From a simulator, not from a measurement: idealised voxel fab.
The following is a process module called voxel gate over fins.
The cross-section shown here is cut; it is 170 nm wide and divided into square cells measuring 5 nm on a side.
When this document writes out a cross-section, it uses a grid of square cells and lists it as bands, beginning at the top and moving down, with a band standing for one or more rows of cells. What a band's entry tells you: where the top is and where the bottom is, as heights in nm, and after that what lies inside, material by material from left to right, each with its width in nm. Empty space is written as the word "blank", and a single material marked with the word "all across" occupies the band from edge to edge. It should be noted that heights are counted from 0, beneath which the wafer as supplied is of one material throughout, and that the lowest band possesses no lower boundary but continues downward, as written in "from 0 down". A width given as "30..40" starts at the first number in the band's top row and ends at the second number in its bottom row, shifting by an equal amount at every step from row to row. Key: "all unchanged" - step with no changed cell in the cross-section. "Sealed-off cavities" means: voids of 8 cells or more that are shut off from the top with no open way through. Written width x height at distance, distance from the left edge, in nm. Step line, after settings: the simulator's comment on this step. overlay nm: right-of-plan distance of the mask on a masked step; negative values mean left-of-plan.
SET OUT BELOW ARE THE PLANNED STEPS OF THE PROCESS
1. RECEIVE [material Si]
2. CONFORMAL_DEP [material SiN] [thk nm 5]
3. PATTERN [tone cover] [mask id FINS] [material resist] [width nm 15] [pitch nm 60] [thk nm 20] [overlay nm 0]
4. DIRECTIONAL_ETCH [etch materials SiN] [depth nm 5]
5. DIRECTIONAL_ETCH [etch materials Si] [depth nm 40]
6. STRIP [etch materials resist]
7. OXIDIZE [depth nm 5]
8. FILL_DEP [material SiO2] [thk nm 15]
9. CMP [height nm 5]
10. DIRECTIONAL_DEP [material aC] [thk nm 10]
11. PATTERN [tone open] [mask id RAIL] [material resist] [width nm 15] [thk nm 25] [overlay nm 0]
12. DIRECTIONAL_ETCH [etch materials aC] [depth nm 10]
13. STRIP [etch materials resist]
14. DIRECTIONAL_ETCH [etch materials SiO2] [depth nm 40]
15. STRIP [etch materials aC]
16. CONFORMAL_DEP [material TiN] [thk nm 5]
17. FILL_DEP [material W] [thk nm 10]
18. CMP [height nm 5]
19. SELECTIVE_ETCH [etch materials W Ru TiN] [depth nm 20]
20. FILL_DEP [material SiO2] [thk nm 5]
21. CMP [height nm 5]
22. SELECTIVE_ETCH [etch materials SiO2] [depth nm 15]
23. STRIP [etch materials SiN]
24. CONFORMAL_DEP [material HfO2] [thk nm 5]
25. CONFORMAL_DEP [material TiN] [thk nm 5]
26. FILL_DEP [material W] [thk nm 15]
27. CMP [height nm 20]
28. CONFORMAL_DEP [material SiN] [thk nm 10]
FIRST OF TWO WAFERS - AS PLANNED
INCOMING WAFER IN CROSS-SECTION (STATE: AFTER STEP 1)
    from 0 down = Si all across
    Sealed-off cavities: none
CROSS-SECTION OF THE WAFER SUBSEQUENT TO STEP 2
    from 5 to 0 = SiN all across
    At heights below 0, the structure remains unaltered.
CROSS-SECTION OF THE WAFER SUBSEQUENT TO STEP 3
    from 25 to 5 = blank (15) / resist (15) / blank (45) / resist (15) / blank (45) / resist (15) / blank (20)
    At heights below 5, the structure remains unaltered.
CROSS-SECTION OF THE WAFER SUBSEQUENT TO STEP 4
    from 25 to 5 = blank (15) / resist (15) / blank (45) / resist (15) / blank (45) / resist (15) / blank (20)
    from 5 to 0 = blank (15) / SiN (15) / blank (45) / SiN (15) / blank (45) / SiN (15) / blank (20)
    At heights below 0, the structure remains unaltered.
CROSS-SECTION OF THE WAFER SUBSEQUENT TO STEP 5
    from 25 to 5 = blank (15) / resist (15) / blank (45) / resist (15) / blank (45) / resist (15) / blank (20)
    from 5 to 0 = blank (15) / SiN (15) / blank (45) / SiN (15) / blank (45) / SiN (15) / blank (20)
    from 0 to -40 = blank (15) / Si (15) / blank (45) / Si (15) / blank (45) / Si (15) / blank (20)
    At heights below -40, the structure remains unaltered.
CROSS-SECTION OF THE WAFER SUBSEQUENT TO STEP 6
    from 5 to 0 = blank (15) / SiN (15) / blank (45) / SiN (15) / blank (45) / SiN (15) / blank (20)
    At heights below 0, the structure remains unaltered.
CROSS-SECTION OF THE WAFER SUBSEQUENT TO STEP 7
    from 5 to 0 = blank (15) / SiN (15) / blank (45) / SiN (15) / blank (45) / SiN (15) / blank (20)
    from 0 to -40 = blank (15) / SiO2 (5) / Si (5) / SiO2 (5) / blank (45) / SiO2 (5) / Si (5) / SiO2 (5) / blank (45) / SiO2 (5) / Si (5) / SiO2 (5) / blank (20)
    from -40 to -45 = SiO2 (20) / Si (5) / SiO2 (55) / Si (5) / SiO2 (55) / Si (5) / SiO2 (25)
    At heights below -45, the structure remains unaltered.
CROSS-SECTION OF THE WAFER SUBSEQUENT TO STEP 8
    from 20 to 5 = SiO2 all across
    from 5 to 0 = SiO2 (15) / SiN (15) / SiO2 (45) / SiN (15) / SiO2 (45) / SiN (15) / SiO2 (20)
    from 0 to -45 = SiO2 (20) / Si (5) / SiO2 (55) / Si (5) / SiO2 (55) / Si (5) / SiO2 (25)
    At heights below -45, the structure remains unaltered.
CROSS-SECTION OF THE WAFER SUBSEQUENT TO STEP 9
    from 5 to 0 = SiO2 (15) / SiN (15) / SiO2 (45) / SiN (15) / SiO2 (45) / SiN (15) / SiO2 (20)
    At heights below 0, the structure remains unaltered.
CROSS-SECTION OF THE WAFER SUBSEQUENT TO STEP 10
    from 15 to 5 = aC all across
    At heights below 5, the structure remains unaltered.
CROSS-SECTION OF THE WAFER SUBSEQUENT TO STEP 11
    from 40 to 15 = resist (45) / blank (15) / resist (110)
    At heights below 15, the structure remains unaltered.
CROSS-SECTION OF THE WAFER SUBSEQUENT TO STEP 12
    from 30 to 15 = resist (45) / blank (15) / resist (110)
    from 15 to 5 = aC (45) / blank (15) / aC (110)
    At heights below 5, the structure remains unaltered.
CROSS-SECTION OF THE WAFER SUBSEQUENT TO STEP 13
    from 15 to 5 = aC (45) / blank (15) / aC (110)
    At heights below 5, the structure remains unaltered.
CROSS-SECTION OF THE WAFER SUBSEQUENT TO STEP 14
    from 15 to 5 = aC (45) / blank (15) / aC (110)
    from 5 to 0 = SiO2 (15) / SiN (15) / SiO2 (15) / blank (15) / SiO2 (15) / SiN (15) / SiO2 (45) / SiN (15) / SiO2 (20)
    from 0 to -35 = SiO2 (20) / Si (5) / SiO2 (20) / blank (15) / SiO2 (20) / Si (5) / SiO2 (55) / Si (5) / SiO2 (25)
    At heights below -35, the structure remains unaltered.
CROSS-SECTION OF THE WAFER SUBSEQUENT TO STEP 15
    from 5 to 0 = SiO2 (15) / SiN (15) / SiO2 (15) / blank (15) / SiO2 (15) / SiN (15) / SiO2 (45) / SiN (15) / SiO2 (20)
    At heights below 0, the structure remains unaltered.
CROSS-SECTION OF THE WAFER SUBSEQUENT TO STEP 16
    from 10 to 5 = TiN (50) / blank (5) / TiN (115)
    from 5 to 0 = SiO2 (15) / SiN (15) / SiO2 (15) / TiN (5) / blank (5) / TiN (5) / SiO2 (15) / SiN (15) / SiO2 (45) / SiN (15) / SiO2 (20)
    from 0 to -30 = SiO2 (20) / Si (5) / SiO2 (20) / TiN (5) / blank (5) / TiN (5) / SiO2 (20) / Si (5) / SiO2 (55) / Si (5) / SiO2 (25)
    from -30 to -35 = SiO2 (20) / Si (5) / SiO2 (20) / TiN (15) / SiO2 (20) / Si (5) / SiO2 (55) / Si (5) / SiO2 (25)
    At heights below -35, the structure remains unaltered.
CROSS-SECTION OF THE WAFER SUBSEQUENT TO STEP 17
    from 20 to 10 = W all across
    from 10 to 5 = TiN (50) / W (5) / TiN (115)
    from 5 to 0 = SiO2 (15) / SiN (15) / SiO2 (15) / TiN (5) / W (5) / TiN (5) / SiO2 (15) / SiN (15) / SiO2 (45) / SiN (15) / SiO2 (20)
    from 0 to -30 = SiO2 (20) / Si (5) / SiO2 (20) / TiN (5) / W (5) / TiN (5) / SiO2 (20) / Si (5) / SiO2 (55) / Si (5) / SiO2 (25)
    At heights below -30, the structure remains unaltered.
CROSS-SECTION OF THE WAFER SUBSEQUENT TO STEP 18
    from 5 to 0 = SiO2 (15) / SiN (15) / SiO2 (15) / TiN (5) / W (5) / TiN (5) / SiO2 (15) / SiN (15) / SiO2 (45) / SiN (15) / SiO2 (20)
    At heights below 0, the structure remains unaltered.
CROSS-SECTION OF THE WAFER SUBSEQUENT TO STEP 19
    from 5 to 0 = SiO2 (15) / SiN (15) / SiO2 (15) / blank (15) / SiO2 (15) / SiN (15) / SiO2 (45) / SiN (15) / SiO2 (20)
    from 0 to -15 = SiO2 (20) / Si (5) / SiO2 (20) / blank (15) / SiO2 (20) / Si (5) / SiO2 (55) / Si (5) / SiO2 (25)
    At heights below -15, the structure remains unaltered.
CROSS-SECTION OF THE WAFER SUBSEQUENT TO STEP 20
    from 10 to 5 = SiO2 all across
    from 5 to 0 = SiO2 (15) / SiN (15) / SiO2 (45) / SiN (15) / SiO2 (45) / SiN (15) / SiO2 (20)
    from 0 to -15 = SiO2 (20) / Si (5) / SiO2 (55) / Si (5) / SiO2 (55) / Si (5) / SiO2 (25)
    At heights below -15, the structure remains unaltered.
CROSS-SECTION OF THE WAFER SUBSEQUENT TO STEP 21
    from 5 to 0 = SiO2 (15) / SiN (15) / SiO2 (45) / SiN (15) / SiO2 (45) / SiN (15) / SiO2 (20)
    At heights below 0, the structure remains unaltered.
CROSS-SECTION OF THE WAFER SUBSEQUENT TO STEP 22
    from 5 to 0 = blank (15) / SiN (15) / blank (45) / SiN (15) / blank (45) / SiN (15) / blank (20)
    from 0 to -10 = blank (20) / Si (5) / blank (55) / Si (5) / blank (55) / Si (5) / blank (25)
    At heights below -10, the structure remains unaltered.
CROSS-SECTION OF THE WAFER SUBSEQUENT TO STEP 23
    from 0 to -10 = blank (20) / Si (5) / blank (55) / Si (5) / blank (55) / Si (5) / blank (25)
    At heights below -10, the structure remains unaltered.
CROSS-SECTION OF THE WAFER SUBSEQUENT TO STEP 24
    from 5 to 0 = blank (15) / HfO2 (15) / blank (45) / HfO2 (15) / blank (45) / HfO2 (15) / blank (20)
    from 0 to -5 = blank (15) / HfO2 (5) / Si (5) / HfO2 (5) / blank (45) / HfO2 (5) / Si (5) / HfO2 (5) / blank (45) / HfO2 (5) / Si (5) / HfO2 (5) / blank (20)
    from -5 to -10 = HfO2 (20) / Si (5) / HfO2 (55) / Si (5) / HfO2 (55) / Si (5) / HfO2 (25)
    At heights below -10, the structure remains unaltered.
CROSS-SECTION OF THE WAFER SUBSEQUENT TO STEP 25
    from 10 to 5 = blank (10) / TiN (25) / blank (35) / TiN (25) / blank (35) / TiN (25) / blank (15)
    from 5 to 0 = blank (10) / TiN (5) / HfO2 (15) / TiN (5) / blank (35) / TiN (5) / HfO2 (15) / TiN (5) / blank (35) / TiN (5) / HfO2 (15) / TiN (5) / blank (15)
    from 0 to -5 = TiN (15) / HfO2 (5) / Si (5) / HfO2 (5) / TiN (45) / HfO2 (5) / Si (5) / HfO2 (5) / TiN (45) / HfO2 (5) / Si (5) / HfO2 (5) / TiN (20)
    At heights below -5, the structure remains unaltered.
CROSS-SECTION OF THE WAFER SUBSEQUENT TO STEP 26
    from 25 to 10 = W all across
    from 10 to 5 = W (10) / TiN (25) / W (35) / TiN (25) / W (35) / TiN (25) / W (15)
    from 5 to 0 = W (10) / TiN (5) / HfO2 (15) / TiN (5) / W (35) / TiN (5) / HfO2 (15) / TiN (5) / W (35) / TiN (5) / HfO2 (15) / TiN (5) / W (15)
    At heights below 0, the structure remains unaltered.
CROSS-SECTION OF THE WAFER SUBSEQUENT TO STEP 27
    from 20 to 10 = W all across
    At heights below 10, the structure remains unaltered.
CROSS-SECTION OF THE WAFER SUBSEQUENT TO STEP 28
    from 30 to 20 = SiN all across
    At heights below 20, the structure remains unaltered.
THE SECOND WAFER: COMMON ORIGIN AND PLAN, ONE MISTAKE IN EXECUTION, IDENTICAL TO THE FIRST THROUGH STEP 10
SECOND WAFER CROSS-SECTION, TAKEN AS OF THE TIME THE PLAN SETS FOR STEP 11 TO BE DONE
    from 40 to 15 = resist (40) / blank (25) / resist (105)
    At heights below 15, the structure remains unaltered.
SECOND WAFER CROSS-SECTION, TAKEN AS OF THE TIME THE PLAN SETS FOR STEP 12 TO BE DONE
    from 30 to 15 = resist (40) / blank (25) / resist (105)
    from 15 to 5 = aC (40) / blank (25) / aC (105)
    At heights below 5, the structure remains unaltered.
SECOND WAFER CROSS-SECTION, TAKEN AS OF THE TIME THE PLAN SETS FOR STEP 13 TO BE DONE
    from 15 to 5 = aC (40) / blank (25) / aC (105)
    At heights below 5, the structure remains unaltered.
SECOND WAFER CROSS-SECTION, TAKEN AS OF THE TIME THE PLAN SETS FOR STEP 14 TO BE DONE
    from 15 to 5 = aC (40) / blank (25) / aC (105)
    from 5 to 0 = SiO2 (15) / SiN (15) / SiO2 (10) / blank (25) / SiO2 (10) / SiN (15) / SiO2 (45) / SiN (15) / SiO2 (20)
    from 0 to -35 = SiO2 (20) / Si (5) / SiO2 (15) / blank (25) / SiO2 (15) / Si (5) / SiO2 (55) / Si (5) / SiO2 (25)
    At heights below -35, the structure remains unaltered.
SECOND WAFER CROSS-SECTION, TAKEN AS OF THE TIME THE PLAN SETS FOR STEP 15 TO BE DONE
    from 5 to 0 = SiO2 (15) / SiN (15) / SiO2 (10) / blank (25) / SiO2 (10) / SiN (15) / SiO2 (45) / SiN (15) / SiO2 (20)
    At heights below 0, the structure remains unaltered.
SECOND WAFER CROSS-SECTION, TAKEN AS OF THE TIME THE PLAN SETS FOR STEP 16 TO BE DONE
    from 10 to 5 = TiN (45) / blank (15) / TiN (110)
    from 5 to 0 = SiO2 (15) / SiN (15) / SiO2 (10) / TiN (5) / blank (15) / TiN (5) / SiO2 (10) / SiN (15) / SiO2 (45) / SiN (15) / SiO2 (20)
    from 0 to -30 = SiO2 (20) / Si (5) / SiO2 (15) / TiN (5) / blank (15) / TiN (5) / SiO2 (15) / Si (5) / SiO2 (55) / Si (5) / SiO2 (25)
    from -30 to -35 = SiO2 (20) / Si (5) / SiO2 (15) / TiN (25) / SiO2 (15) / Si (5) / SiO2 (55) / Si (5) / SiO2 (25)
    At heights below -35, the structure remains unaltered.
SECOND WAFER CROSS-SECTION, TAKEN AS OF THE TIME THE PLAN SETS FOR STEP 17 TO BE DONE
    from 20 to 10 = W all across
    from 10 to 5 = TiN (45) / W (15) / TiN (110)
    from 5 to 0 = SiO2 (15) / SiN (15) / SiO2 (10) / TiN (5) / W (15) / TiN (5) / SiO2 (10) / SiN (15) / SiO2 (45) / SiN (15) / SiO2 (20)
    from 0 to -30 = SiO2 (20) / Si (5) / SiO2 (15) / TiN (5) / W (15) / TiN (5) / SiO2 (15) / Si (5) / SiO2 (55) / Si (5) / SiO2 (25)
    At heights below -30, the structure remains unaltered.
SECOND WAFER CROSS-SECTION, TAKEN AS OF THE TIME THE PLAN SETS FOR STEP 18 TO BE DONE
    from 5 to 0 = SiO2 (15) / SiN (15) / SiO2 (10) / TiN (5) / W (15) / TiN (5) / SiO2 (10) / SiN (15) / SiO2 (45) / SiN (15) / SiO2 (20)
    At heights below 0, the structure remains unaltered.
SECOND WAFER CROSS-SECTION, TAKEN AS OF THE TIME THE PLAN SETS FOR STEP 19 TO BE DONE
    from 5 to 0 = SiO2 (15) / SiN (15) / SiO2 (10) / blank (25) / SiO2 (10) / SiN (15) / SiO2 (45) / SiN (15) / SiO2 (20)
    from 0 to -15 = SiO2 (20) / Si (5) / SiO2 (15) / blank (25) / SiO2 (15) / Si (5) / SiO2 (55) / Si (5) / SiO2 (25)
    At heights below -15, the structure remains unaltered.
SECOND WAFER CROSS-SECTION, TAKEN AS OF THE TIME THE PLAN SETS FOR STEP 20 TO BE DONE
    from 10 to 5 = SiO2 all across
    from 5 to 0 = SiO2 (15) / SiN (15) / SiO2 (45) / SiN (15) / SiO2 (45) / SiN (15) / SiO2 (20)
    from 0 to -15 = SiO2 (20) / Si (5) / SiO2 (55) / Si (5) / SiO2 (55) / Si (5) / SiO2 (25)
    At heights below -15, the structure remains unaltered.
SECOND WAFER CROSS-SECTION, TAKEN AS OF THE TIME THE PLAN SETS FOR STEP 21 TO BE DONE
    from 5 to 0 = SiO2 (15) / SiN (15) / SiO2 (45) / SiN (15) / SiO2 (45) / SiN (15) / SiO2 (20)
    At heights below 0, the structure remains unaltered.
SECOND WAFER CROSS-SECTION, TAKEN AS OF THE TIME THE PLAN SETS FOR STEP 22 TO BE DONE
    from 5 to 0 = blank (15) / SiN (15) / blank (45) / SiN (15) / blank (45) / SiN (15) / blank (20)
    from 0 to -10 = blank (20) / Si (5) / blank (55) / Si (5) / blank (55) / Si (5) / blank (25)
    At heights below -10, the structure remains unaltered.
SECOND WAFER CROSS-SECTION, TAKEN AS OF THE TIME THE PLAN SETS FOR STEP 23 TO BE DONE
    from 0 to -10 = blank (20) / Si (5) / blank (55) / Si (5) / blank (55) / Si (5) / blank (25)
    At heights below -10, the structure remains unaltered.
SECOND WAFER CROSS-SECTION, TAKEN AS OF THE TIME THE PLAN SETS FOR STEP 24 TO BE DONE
    from 5 to 0 = blank (15) / HfO2 (15) / blank (45) / HfO2 (15) / blank (45) / HfO2 (15) / blank (20)
    from 0 to -5 = blank (15) / HfO2 (5) / Si (5) / HfO2 (5) / blank (45) / HfO2 (5) / Si (5) / HfO2 (5) / blank (45) / HfO2 (5) / Si (5) / HfO2 (5) / blank (20)
    from -5 to -10 = HfO2 (20) / Si (5) / HfO2 (55) / Si (5) / HfO2 (55) / Si (5) / HfO2 (25)
    At heights below -10, the structure remains unaltered.
SECOND WAFER CROSS-SECTION, TAKEN AS OF THE TIME THE PLAN SETS FOR STEP 25 TO BE DONE
    from 10 to 5 = blank (10) / TiN (25) / blank (35) / TiN (25) / blank (35) / TiN (25) / blank (15)
    from 5 to 0 = blank (10) / TiN (5) / HfO2 (15) / TiN (5) / blank (35) / TiN (5) / HfO2 (15) / TiN (5) / blank (35) / TiN (5) / HfO2 (15) / TiN (5) / blank (15)
    from 0 to -5 = TiN (15) / HfO2 (5) / Si (5) / HfO2 (5) / TiN (45) / HfO2 (5) / Si (5) / HfO2 (5) / TiN (45) / HfO2 (5) / Si (5) / HfO2 (5) / TiN (20)
    At heights below -5, the structure remains unaltered.
SECOND WAFER CROSS-SECTION, TAKEN AS OF THE TIME THE PLAN SETS FOR STEP 26 TO BE DONE
    from 25 to 10 = W all across
    from 10 to 5 = W (10) / TiN (25) / W (35) / TiN (25) / W (35) / TiN (25) / W (15)
    from 5 to 0 = W (10) / TiN (5) / HfO2 (15) / TiN (5) / W (35) / TiN (5) / HfO2 (15) / TiN (5) / W (35) / TiN (5) / HfO2 (15) / TiN (5) / W (15)
    At heights below 0, the structure remains unaltered.
SECOND WAFER CROSS-SECTION, TAKEN AS OF THE TIME THE PLAN SETS FOR STEP 27 TO BE DONE
    from 20 to 10 = W all across
    At heights below 10, the structure remains unaltered.
SECOND WAFER CROSS-SECTION, TAKEN AS OF THE TIME THE PLAN SETS FOR STEP 28 TO BE DONE
    from 30 to 20 = SiN all across
    At heights below 20, the structure remains unaltered.
Here's what went sideways: contrary to plan, step 11 was performed as PATTERN [tone open] [mask id RAIL] [material resist] [width nm 25] [thk nm 25] [overlay nm 0]
It is noted that, at the conclusion of processing, the second wafer exhibits a higher or lower cell count for certain materials relative to the first: SiO2: 8 fewer; TiN: 2 more; W: 6 more
